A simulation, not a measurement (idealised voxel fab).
Process module under the name voxel wiring stack
FYI the section here is cut, 235 nm wide, cells are 5 nm squares.
Throughout this document, each cross-section is represented as a grid of square cells and is presented as a sequence of bands enumerated from the top downward, where a band comprises one or more rows of cells. What a band's entry tells you: where the top is and where the bottom is, as heights in nm, and after that what lies inside, material by material from left to right, each with its width in nm. Empty space is written as the word "empty", and a single material marked with the word "throughout" occupies the band from edge to edge. Measure heights from 0. That's the level where, below it, the as-received wafer is all one material. The lowest band is bottomless and extends downward; write it as in "0 and below". The notation "30->40" denotes a width that varies across the rows of cells in the band, beginning at the first number in the top row, finishing at the second number in the bottom row, and changing by an identical amount from each row to the next. The cross-section has no changed cell in any step marked "identical to before". This entry, "Enclosed void list", enumerates those empty regions of no fewer than 8 cells that possess no open connection to the top. Each region is reported in the form width x height at distance, the distance being taken from the left edge, with all three quantities expressed in nm. Step line, after settings: the simulator's comment on this step. Each step line may optionally specify "overlay nm", which for a step with a mask gives the rightward distance between the mask's planned place and where it lay, a negative value indicating the leftward direction. Everything after this point is organized in pairs: a cross-section before one process step, a cross-section after it that shows only as deep as the lowest changed band, and, under the pair, the intervening step with its settings. Because different runs of this module on the same starting wafer can supply different pairs, a pair continues from the pair above it only if its entry headed "Before this step" says so.

Before this step
115 down to 100 = SiO2: 80 | empty: 25 | SiO2: 30 | empty: 20 | SiO2: 80
100 down to 85 = SiO2: 80 | empty: 15 | SiO2: 140
85 down to 80 = SiCN: 80 | empty: 15 | SiCN: 140
80 down to 55 = lowk: 80 | TiN: 5 | W: 10 | TiN: 5 | lowk: 30 | TiN: 5 | W: 10 | TiN: 5 | lowk: 85
55 down to 50 = SiN: 80 | TiN: 20 | SiN: 30 | TiN: 20 | SiN: 85
50 down to 35 = SiO2: 80 | TiN: 5 | Ru: 5 | TiN: 5 | SiO2: 35 | TiN: 5 | Ru: 5 | TiN: 5 | SiO2: 90
35 down to 30 = SiCN: 80 | TiN: 15 | SiCN: 35 | TiN: 15 | SiCN: 90
30 down to 15 = SiO2: 75 | SiCN: 5 | Ru: 20 | SiCN: 5 | SiO2: 20 | SiCN: 5 | Ru: 20 | SiCN: 5 | SiO2: 80
15 down to 10 = SiCN: 80 | TiN: 20 | SiCN: 30 | TiN: 20 | SiCN: 85
10 down to 0 = SiO2 throughout
0 and below = Si throughout
Enclosed void list: none

After the Step
120 down to 115 = TiN: 85 | empty: 15 | TiN: 40 | empty: 10 | TiN: 85
115 down to 105 = SiO2: 80 | TiN: 5 | empty: 15 | TiN: 5 | SiO2: 30 | TiN: 5 | empty: 10 | TiN: 5 | SiO2: 80
105 down to 100 = SiO2: 80 | TiN: 5 | empty: 5 | TiN: 15 | SiO2: 30 | TiN: 20 | SiO2: 80
100 down to 85 = SiO2: 80 | TiN: 5 | empty: 5 | TiN: 5 | SiO2: 140
85 down to 80 = SiCN: 80 | TiN: 15 | SiCN: 140
Below 80, no change.
Enclosed void list: none
Between the two cross-sections above, the process step reads CONFORMAL_DEP [material TiN] [thk nm 5]

Before this step: nothing new to draw here, it's the after view of the pair just above.

After the Step
125 down to 120 = Ru throughout
120 down to 115 = TiN: 85 | Ru: 15 | TiN: 40 | Ru: 10 | TiN: 85
115 down to 105 = SiO2: 80 | TiN: 5 | Ru: 15 | TiN: 5 | SiO2: 30 | TiN: 5 | Ru: 10 | TiN: 5 | SiO2: 80
105 down to 100 = SiO2: 80 | TiN: 5 | Ru: 5 | TiN: 15 | SiO2: 30 | TiN: 20 | SiO2: 80
100 down to 85 = SiO2: 80 | TiN: 5 | Ru: 5 | TiN: 5 | SiO2: 140
Below 85, no change.
Enclosed void list: none
Between the two cross-sections above, the process step reads FILL_DEP [material Ru] [thk nm 5]

Before this step: nothing new to draw here, it's the after view of the pair just above.

After the Step
115 down to 105 = SiO2: 80 | TiN: 5 | Ru: 15 | TiN: 5 | SiO2: 30 | TiN: 5 | Ru: 10 | TiN: 5 | SiO2: 80
Below 105, no change.
Enclosed void list: none
Between the two cross-sections above, the process step reads CMP [height nm 115]

Before this step: nothing new to draw here, it's the after view of the pair just above.

After the Step
120 down to 115 = SiN throughout
Below 115, no change.
Enclosed void list: none
Between the two cross-sections above, the process step reads CONFORMAL_DEP [material SiN] [thk nm 5]

Before this step
80 down to 55 = lowk: 80 | TiN: 5 | W: 10 | TiN: 5 | lowk: 30 | TiN: 5 | W: 10 | TiN: 5 | lowk: 85
55 down to 50 = SiN: 80 | TiN: 20 | SiN: 30 | TiN: 20 | SiN: 85
50 down to 35 = SiO2: 80 | TiN: 5 | Ru: 5 | TiN: 5 | SiO2: 35 | TiN: 5 | Ru: 5 | TiN: 5 | SiO2: 90
35 down to 30 = SiCN: 80 | TiN: 15 | SiCN: 35 | TiN: 15 | SiCN: 90
30 down to 15 = SiO2: 75 | SiCN: 5 | Ru: 20 | SiCN: 5 | SiO2: 20 | SiCN: 5 | Ru: 20 | SiCN: 5 | SiO2: 80
15 down to 10 = SiCN: 80 | TiN: 20 | SiCN: 30 | TiN: 20 | SiCN: 85
10 down to 0 = SiO2 throughout
0 and below = Si throughout
Enclosed void list: none

After the Step
85 down to 80 = lowk throughout
Below 80, no change.
Enclosed void list: none
Between the two cross-sections above, the process step reads CONFORMAL_DEP [material lowk] [thk nm 5]

Before this step: nothing new to draw here, it's the after view of the pair just above.

After the Step
115 down to 85 = SiO2 throughout
Below 85, no change.
Enclosed void list: none
Between the two cross-sections above, the process step reads DIRECTIONAL_DEP [material SiO2] [thk nm 30]

Before this step: nothing new to draw here, it's the after view of the pair just above.

After the Step
125 down to 115 = aC throughout
Below 115, no change.
Enclosed void list: none
Between the two cross-sections above, the process step reads DIRECTIONAL_DEP [material aC] [thk nm 10]

Before this step: nothing new to draw here, it's the after view of the pair just above.

After the Step
155 down to 125 = resist: 80 | empty: 15 | resist: 140
Below 125, no change.
Enclosed void list: none
Between the two cross-sections above, the process step reads PATTERN [tone open] [mask id METAL_3_HOLES] [material resist] [width nm 15] [thk nm 30] [overlay nm 0]

Before this step: nothing new to draw here, it's the after view of the pair just above.

After the Step
145 down to 125 = resist: 80 | empty: 15 | resist: 140
125 down to 115 = aC: 80 | empty: 15 | aC: 140
Below 115, no change.
Enclosed void list: none
Between the two cross-sections above, the process step reads DIRECTIONAL_ETCH [etch materials aC] [depth nm 10]

Before this step: nothing new to draw here, it's the after view of the pair just above.

After the Step
125 down to 115 = aC: 80 | empty: 15 | aC: 140
Below 115, no change.
Enclosed void list: none
Between the two cross-sections above, the process step reads STRIP [etch materials resist]

Before this step: nothing new to draw here, it's the after view of the pair just above.

After the Step
125 down to 115 = aC: 80 | empty: 15 | aC: 140
115 down to 85 = SiO2: 80 | empty: 15 | SiO2: 140
Below 85, no change.
Enclosed void list: none
Between the two cross-sections above, the process step reads DIRECTIONAL_ETCH [etch materials SiO2] [depth nm 30]

Before this step: nothing new to draw here, it's the after view of the pair just above.

After the Step
115 down to 85 = SiO2: 80 | empty: 15 | SiO2: 140
Below 85, no change.
Enclosed void list: none
Between the two cross-sections above, the process step reads STRIP [etch materials aC]

Before this step: nothing new to draw here, it's the after view of the pair just above.

After the Step
115 down to 100 = SiO2: 80 | empty: 20 | SiO2: 30 | empty: 20 | SiO2: 85
Below 100, no change.
Enclosed void list: none
Between the two cross-sections above, the process step reads MASKED_ETCH [tone open] [mask id METAL_3] [width nm 20] [pitch nm 50] [etch materials SiO2] [depth nm 15] [overlay nm 0]

Before this step: nothing new to draw here, it's the after view of the pair just above.

After the Step
120 down to 115 = TiN: 85 | empty: 10 | TiN: 40 | empty: 10 | TiN: 90
115 down to 105 = SiO2: 80 | TiN: 5 | empty: 10 | TiN: 5 | SiO2: 30 | TiN: 5 | empty: 10 | TiN: 5 | SiO2: 85
105 down to 100 = SiO2: 80 | TiN: 5 | empty: 5 | TiN: 10 | SiO2: 30 | TiN: 20 | SiO2: 85
100 down to 90 = SiO2: 80 | TiN: 5 | empty: 5 | TiN: 5 | SiO2: 140
90 down to 85 = SiO2: 80 | TiN: 15 | SiO2: 140
Below 85, no change.
Enclosed void list: none
Between the two cross-sections above, the process step reads CONFORMAL_DEP [material TiN] [thk nm 5]

Before this step: nothing new to draw here, it's the after view of the pair just above.

After the Step
125 down to 120 = Ru throughout
120 down to 115 = TiN: 85 | Ru: 10 | TiN: 40 | Ru: 10 | TiN: 90
115 down to 105 = SiO2: 80 | TiN: 5 | Ru: 10 | TiN: 5 | SiO2: 30 | TiN: 5 | Ru: 10 | TiN: 5 | SiO2: 85
105 down to 100 = SiO2: 80 | TiN: 5 | Ru: 5 | TiN: 10 | SiO2: 30 | TiN: 20 | SiO2: 85
100 down to 90 = SiO2: 80 | TiN: 5 | Ru: 5 | TiN: 5 | SiO2: 140
Below 90, no change.
Enclosed void list: none
Between the two cross-sections above, the process step reads FILL_DEP [material Ru] [thk nm 5]

Before this step: nothing new to draw here, it's the after view of the pair just above.

After the Step
115 down to 105 = SiO2: 80 | TiN: 5 | Ru: 10 | TiN: 5 | SiO2: 30 | TiN: 5 | Ru: 10 | TiN: 5 | SiO2: 85
Below 105, no change.
Enclosed void list: none
Between the two cross-sections above, the process step reads CMP [height nm 115]

Before this step: nothing new to draw here, it's the after view of the pair just above.

After the Step
120 down to 115 = SiN throughout
Below 115, no change.
Enclosed void list: none
Between the two cross-sections above, the process step reads CONFORMAL_DEP [material SiN] [thk nm 5]

Before this step
60 down to 50 = aC throughout
50 down to 35 = SiO2 throughout
35 down to 30 = SiCN throughout
30 down to 15 = SiO2: 75 | SiCN: 5 | Ru: 20 | SiCN: 5 | SiO2: 20 | SiCN: 5 | Ru: 20 | SiCN: 5 | SiO2: 80
15 down to 10 = SiCN: 80 | TiN: 20 | SiCN: 30 | TiN: 20 | SiCN: 85
10 down to 0 = SiO2 throughout
0 and below = Si throughout
Enclosed void list: none

After the Step
85 down to 60 = empty: 80 | resist: 15 | empty: 35 | resist: 15 | empty: 90
Below 60, no change.
Enclosed void list: none
Between the two cross-sections above, the process step reads PATTERN [tone cover] [mask id PLUG_1] [material resist] [width nm 15] [pitch nm 50] [thk nm 25] [overlay nm 0]

Before this step: nothing new to draw here, it's the after view of the pair just above.

After the Step
75 down to 60 = empty: 80 | resist: 15 | empty: 35 | resist: 15 | empty: 90
60 down to 50 = empty: 80 | aC: 15 | empty: 35 | aC: 15 | empty: 90
Below 50, no change.
Enclosed void list: none
Between the two cross-sections above, the process step reads DIRECTIONAL_ETCH [etch materials aC] [depth nm 10]

Before this step: nothing new to draw here, it's the after view of the pair just above.

After the Step
60 down to 50 = empty: 80 | aC: 15 | empty: 35 | aC: 15 | empty: 90
Below 50, no change.
Enclosed void list: none
Between the two cross-sections above, the process step reads STRIP [etch materials resist]

Before this step: nothing new to draw here, it's the after view of the pair just above.

After the Step
60 down to 50 = empty: 80 | aC: 15 | empty: 35 | aC: 15 | empty: 90
50 down to 35 = empty: 80 | SiO2: 15 | empty: 35 | SiO2: 15 | empty: 90
Below 35, no change.
Enclosed void list: none
Between the two cross-sections above, the process step reads DIRECTIONAL_ETCH [etch materials SiO2] [depth nm 15]

Before this step: nothing new to draw here, it's the after view of the pair just above.

After the Step
60 down to 50 = empty: 80 | aC: 15 | empty: 35 | aC: 15 | empty: 90
50 down to 35 = empty: 80 | SiO2: 15 | empty: 35 | SiO2: 15 | empty: 90
35 down to 30 = empty: 80 | SiCN: 15 | empty: 35 | SiCN: 15 | empty: 90
Below 30, no change.
Enclosed void list: none
Between the two cross-sections above, the process step reads DIRECTIONAL_ETCH [etch materials SiCN] [depth nm 5]

Before this step: nothing new to draw here, it's the after view of the pair just above.

After the Step
50 down to 35 = empty: 80 | SiO2: 15 | empty: 35 | SiO2: 15 | empty: 90
Below 35, no change.
Enclosed void list: none
Between the two cross-sections above, the process step reads STRIP [etch materials aC]

Before this step: nothing new to draw here, it's the after view of the pair just above.

After the Step
55 down to 50 = empty: 75 | TiN: 25 | empty: 25 | TiN: 25 | empty: 85
50 down to 35 = empty: 75 | TiN: 5 | SiO2: 15 | TiN: 5 | empty: 25 | TiN: 5 | SiO2: 15 | TiN: 5 | empty: 85
35 down to 30 = TiN: 80 | SiCN: 15 | TiN: 35 | SiCN: 15 | TiN: 90
Below 30, no change.
Enclosed void list: none
Between the two cross-sections above, the process step reads CONFORMAL_DEP [material TiN] [thk nm 5]

Before this step: nothing new to draw here, it's the after view of the pair just above.

After the Step
60 down to 55 = Ru throughout
55 down to 50 = Ru: 75 | TiN: 25 | Ru: 25 | TiN: 25 | Ru: 85
50 down to 35 = Ru: 75 | TiN: 5 | SiO2: 15 | TiN: 5 | Ru: 25 | TiN: 5 | SiO2: 15 | TiN: 5 | Ru: 85
Below 35, no change.
Enclosed void list: none
Between the two cross-sections above, the process step reads FILL_DEP [material Ru] [thk nm 5]

Before this step: nothing new to draw here, it's the after view of the pair just above.

After the Step
50 down to 35 = Ru: 75 | TiN: 5 | SiO2: 15 | TiN: 5 | Ru: 25 | TiN: 5 | SiO2: 15 | TiN: 5 | Ru: 85
Below 35, no change.
Enclosed void list: none
Between the two cross-sections above, the process step reads CMP [height nm 50]

Before this step: nothing new to draw here, it's the after view of the pair just above.

After the Step
55 down to 50 = SiN throughout
Below 50, no change.
Enclosed void list: none
Between the two cross-sections above, the process step reads CONFORMAL_DEP [material SiN] [thk nm 5]

Before this step: nothing new to draw here, it's the after view of the pair just above.

After the Step
80 down to 55 = lowk throughout
Below 55, no change.
Enclosed void list: none
Between the two cross-sections above, the process step reads DIRECTIONAL_DEP [material lowk] [thk nm 25]

Before this step: nothing new to draw here, it's the after view of the pair just above.

After the Step
80 down to 55 = lowk: 80 | empty: 20 | lowk: 30 | empty: 20 | lowk: 85
Below 55, no change.
Enclosed void list: none
Between the two cross-sections above, the process step reads MASKED_ETCH [tone open] [mask id METAL_2] [width nm 20] [pitch nm 50] [etch materials lowk] [depth nm 25] [overlay nm 0]

Before this step: nothing new to draw here, it's the after view of the pair just above.

After the Step
80 down to 55 = lowk: 80 | empty: 20 | lowk: 30 | empty: 20 | lowk: 85
55 down to 50 = SiN: 80 | empty: 20 | SiN: 30 | empty: 20 | SiN: 85
Below 50, no change.
Enclosed void list: none
Between the two cross-sections above, the process step reads MASKED_ETCH [tone open] [mask id METAL_2] [width nm 20] [pitch nm 50] [etch materials SiN] [depth nm 5] [overlay nm 0]

Before this step: nothing new to draw here, it's the after view of the pair just above.

After the Step
85 down to 80 = TiN: 85 | empty: 10 | TiN: 40 | empty: 10 | TiN: 90
80 down to 55 = lowk: 80 | TiN: 5 | empty: 10 | TiN: 5 | lowk: 30 | TiN: 5 | empty: 10 | TiN: 5 | lowk: 85
55 down to 50 = SiN: 80 | TiN: 20 | SiN: 30 | TiN: 20 | SiN: 85
Below 50, no change.
Enclosed void list: none
Between the two cross-sections above, the process step reads CONFORMAL_DEP [material TiN] [thk nm 5]

Before this step: nothing new to draw here, it's the after view of the pair just above.

After the Step
90 down to 85 = W throughout
85 down to 80 = TiN: 85 | W: 10 | TiN: 40 | W: 10 | TiN: 90
80 down to 55 = lowk: 80 | TiN: 5 | W: 10 | TiN: 5 | lowk: 30 | TiN: 5 | W: 10 | TiN: 5 | lowk: 85
Below 55, no change.
Enclosed void list: none
Between the two cross-sections above, the process step reads FILL_DEP [material W] [thk nm 5]

Before this step: nothing new to draw here, it's the after view of the pair just above.

After the Step
80 down to 55 = lowk: 80 | TiN: 5 | W: 10 | TiN: 5 | lowk: 30 | TiN: 5 | W: 10 | TiN: 5 | lowk: 85
Below 55, no change.
Enclosed void list: none
Between the two cross-sections above, the process step reads CMP [height nm 80]

Before this step: nothing new to draw here, it's the after view of the pair just above.

After the Step
85 down to 80 = SiCN throughout
Below 80, no change.
Enclosed void list: none
Between the two cross-sections above, the process step reads CONFORMAL_DEP [material SiCN] [thk nm 5]

Before this step: nothing new to draw here, it's the after view of the pair just above.

After the Step
115 down to 85 = SiO2 throughout
Below 85, no change.
Enclosed void list: none
Between the two cross-sections above, the process step reads DIRECTIONAL_DEP [material SiO2] [thk nm 30]

Before this step: nothing new to draw here, it's the after view of the pair just above.

After the Step
125 down to 115 = aC throughout
Below 115, no change.
Enclosed void list: none
Between the two cross-sections above, the process step reads DIRECTIONAL_DEP [material aC] [thk nm 10]

Before this step: nothing new to draw here, it's the after view of the pair just above.

After the Step
155 down to 125 = resist: 80 | empty: 15 | resist: 140
Below 125, no change.
Enclosed void list: none
Between the two cross-sections above, the process step reads PATTERN [tone open] [mask id METAL_3_HOLES] [material resist] [width nm 15] [thk nm 30] [overlay nm 0]

Before this step: nothing new to draw here, it's the after view of the pair just above.

After the Step
145 down to 125 = resist: 80 | empty: 15 | resist: 140
125 down to 115 = aC: 80 | empty: 15 | aC: 140
Below 115, no change.
Enclosed void list: none
Between the two cross-sections above, the process step reads DIRECTIONAL_ETCH [etch materials aC] [depth nm 10]

Before this step: nothing new to draw here, it's the after view of the pair just above.

After the Step
125 down to 115 = aC: 80 | empty: 15 | aC: 140
Below 115, no change.
Enclosed void list: none
Between the two cross-sections above, the process step reads STRIP [etch materials resist]

Before this step: nothing new to draw here, it's the after view of the pair just above.

After the Step
125 down to 115 = aC: 80 | empty: 15 | aC: 140
115 down to 85 = SiO2: 80 | empty: 15 | SiO2: 140
Below 85, no change.
Enclosed void list: none
Between the two cross-sections above, the process step reads DIRECTIONAL_ETCH [etch materials SiO2] [depth nm 30]

Before this step: nothing new to draw here, it's the after view of the pair just above.

After the Step
115 down to 85 = SiO2: 80 | empty: 15 | SiO2: 140
Below 85, no change.
Enclosed void list: none
Between the two cross-sections above, the process step reads STRIP [etch materials aC]

Before this step: nothing new to draw here, it's the after view of the pair just above.

After the Step
115 down to 100 = SiO2: 80 | empty: 20 | SiO2: 30 | empty: 20 | SiO2: 85
Below 100, no change.
Enclosed void list: none
Between the two cross-sections above, the process step reads MASKED_ETCH [tone open] [mask id METAL_3] [width nm 20] [pitch nm 50] [etch materials SiO2] [depth nm 15] [overlay nm 0]

Before this step: nothing new to draw here, it's the after view of the pair just above.

After the Step
115 down to 100 = SiO2: 80 | empty: 20 | SiO2: 30 | empty: 20 | SiO2: 85
100 down to 85 = SiO2: 80 | empty: 15 | SiO2: 140
85 down to 80 = SiCN: 80 | empty: 15 | SiCN: 140
Below 80, no change.
Enclosed void list: none
Between the two cross-sections above, the process step reads MASKED_ETCH [tone open] [mask id METAL_3] [width nm 20] [pitch nm 50] [etch materials SiCN] [depth nm 5] [overlay nm 0]

Before this step: nothing new to draw here, it's the after view of the pair just above.

After the Step
120 down to 115 = TiN: 85 | empty: 10 | TiN: 40 | empty: 10 | TiN: 90
115 down to 105 = SiO2: 80 | TiN: 5 | empty: 10 | TiN: 5 | SiO2: 30 | TiN: 5 | empty: 10 | TiN: 5 | SiO2: 85
105 down to 100 = SiO2: 80 | TiN: 5 | empty: 5 | TiN: 10 | SiO2: 30 | TiN: 20 | SiO2: 85
100 down to 85 = SiO2: 80 | TiN: 5 | empty: 5 | TiN: 5 | SiO2: 140
85 down to 80 = SiCN: 80 | TiN: 15 | SiCN: 140
Below 80, no change.
Enclosed void list: none
Between the two cross-sections above, the process step reads CONFORMAL_DEP [material TiN] [thk nm 5]

Before this step: nothing new to draw here, it's the after view of the pair just above.

After the Step
125 down to 120 = Ru throughout
120 down to 115 = TiN: 85 | Ru: 10 | TiN: 40 | Ru: 10 | TiN: 90
115 down to 105 = SiO2: 80 | TiN: 5 | Ru: 10 | TiN: 5 | SiO2: 30 | TiN: 5 | Ru: 10 | TiN: 5 | SiO2: 85
105 down to 100 = SiO2: 80 | TiN: 5 | Ru: 5 | TiN: 10 | SiO2: 30 | TiN: 20 | SiO2: 85
100 down to 85 = SiO2: 80 | TiN: 5 | Ru: 5 | TiN: 5 | SiO2: 140
Below 85, no change.
Enclosed void list: none
Between the two cross-sections above, the process step reads FILL_DEP [material Ru] [thk nm 5]

Before this step: nothing new to draw here, it's the after view of the pair just above.

After the Step
115 down to 105 = SiO2: 80 | TiN: 5 | Ru: 10 | TiN: 5 | SiO2: 30 | TiN: 5 | Ru: 10 | TiN: 5 | SiO2: 85
Below 105, no change.
Enclosed void list: none
Between the two cross-sections above, the process step reads CMP [height nm 115]

Before this step: nothing new to draw here, it's the after view of the pair just above.

After the Step
120 down to 115 = SiN throughout
Below 115, no change.
Enclosed void list: none
Between the two cross-sections above, the process step reads CONFORMAL_DEP [material SiN] [thk nm 5]
